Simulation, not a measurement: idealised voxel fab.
process module | voxel self aligned vias
cross-section cut | 185 nm wide | cells 5 nm
A cross-section is a grid of square cells, given in bands from the top down. A band is one or more rows of cells.
Each band's line starts with the height of the band's top and of its bottom, in nm. Then come its materials from left to right, each with its width in nm. One material with "throughout" fills the band from edge to edge. "air" is empty space.
Height 0 is the level under which the wafer as received is all one material. The lowest band goes on downwards, as in "0 down".
A width such as "30 to 40" changes by the same amount from each row of cells to the next, from the band's top row to its bottom row.
"no change" after a step means that no cell of the cross-section changed.
closed voids: empty space of 8 cells or more with no open way to the top, each as width x height at its distance from the left edge, in nm
after a step's settings: what the simulator itself notes on the step
overlay nm, on a step with a mask: how far to the right of its planned place the mask lay; to the left if negative
plan
1 op RECEIVE | material Si
2 op CONFORMAL_DEP | material SiO2 | thk nm 10
3 op CONFORMAL_DEP | material SiCN | thk nm 5
4 op DIRECTIONAL_DEP | material SiO2 | thk nm 25
5 op PATTERN | tone open | mask id LINES | material resist | width nm 25 | pitch nm 55 | thk nm 20 | overlay nm 0
6 op DIRECTIONAL_ETCH | etch materials SiO2 | depth nm 25
7 op STRIP | etch materials resist
8 op CONFORMAL_DEP | material TiN | thk nm 5
9 op FILL_DEP | material Ru | thk nm 5
10 op CMP | height nm 40
11 op SELECTIVE_ETCH | etch materials W Ru TiN | depth nm 5
12 op FILL_DEP | material SiN | thk nm 5
13 op CMP | height nm 40
14 op DIRECTIONAL_DEP | material SiO2 | thk nm 15
15 op DIRECTIONAL_DEP | material aC | thk nm 10
16 op PATTERN | tone open | mask id VIAS | material resist | width nm 35 | thk nm 30 | overlay nm 0
17 op DIRECTIONAL_ETCH | etch materials aC | depth nm 10
18 op STRIP | etch materials resist
19 op DIRECTIONAL_ETCH | etch materials SiO2 | depth nm 15
20 op DIRECTIONAL_ETCH | etch materials SiN | depth nm 5
21 op STRIP | etch materials aC
22 op CONFORMAL_DEP | material TiN | thk nm 5
23 op FILL_DEP | material Cu | thk nm 5
24 op CMP | height nm 55
25 op CONFORMAL_DEP | material SiN | thk nm 5
as received, after step 1
  0 down: Si throughout
  closed voids: none
first wafer at the end, as planned
  60 to 55: SiN throughout
  55 to 45: SiO2 45 | TiN 5 | Cu 25 | TiN 5 | SiO2 105
  45 to 40: SiO2 45 | TiN 10 | Cu 15 | TiN 10 | SiO2 105
  40 to 35: SiO2 50 | TiN 25 | SiO2 30 | SiN 25 | SiO2 55
  35 to 20: SiO2 50 | TiN 5 | Ru 15 | TiN 5 | SiO2 30 | TiN 5 | Ru 15 | TiN 5 | SiO2 55
  20 to 15: SiO2 50 | TiN 25 | SiO2 30 | TiN 25 | SiO2 55
  15 to 10: SiCN throughout
  10 to 0: SiO2 throughout
  0 down: Si throughout
  closed voids: none
second wafer at the end: like start, like plan, one mistake
  60 to 55: SiN throughout
  55 to 45: SiO2 45 | TiN 5 | Cu 25 | TiN 5 | SiO2 105
  45 to 40: SiO2 45 | TiN 35 | SiO2 105
  40 to 35: SiCN throughout
  35 to 0: SiO2 throughout
  0 down: Si throughout
  closed voids: none
what went wrong: steps 3 and 4 were swapped
at the end the second wafer has, in cells: 3 fewer of Cu | 18 fewer of Ru | 5 fewer of SiN | 50 more of SiO2 | 24 fewer of TiN
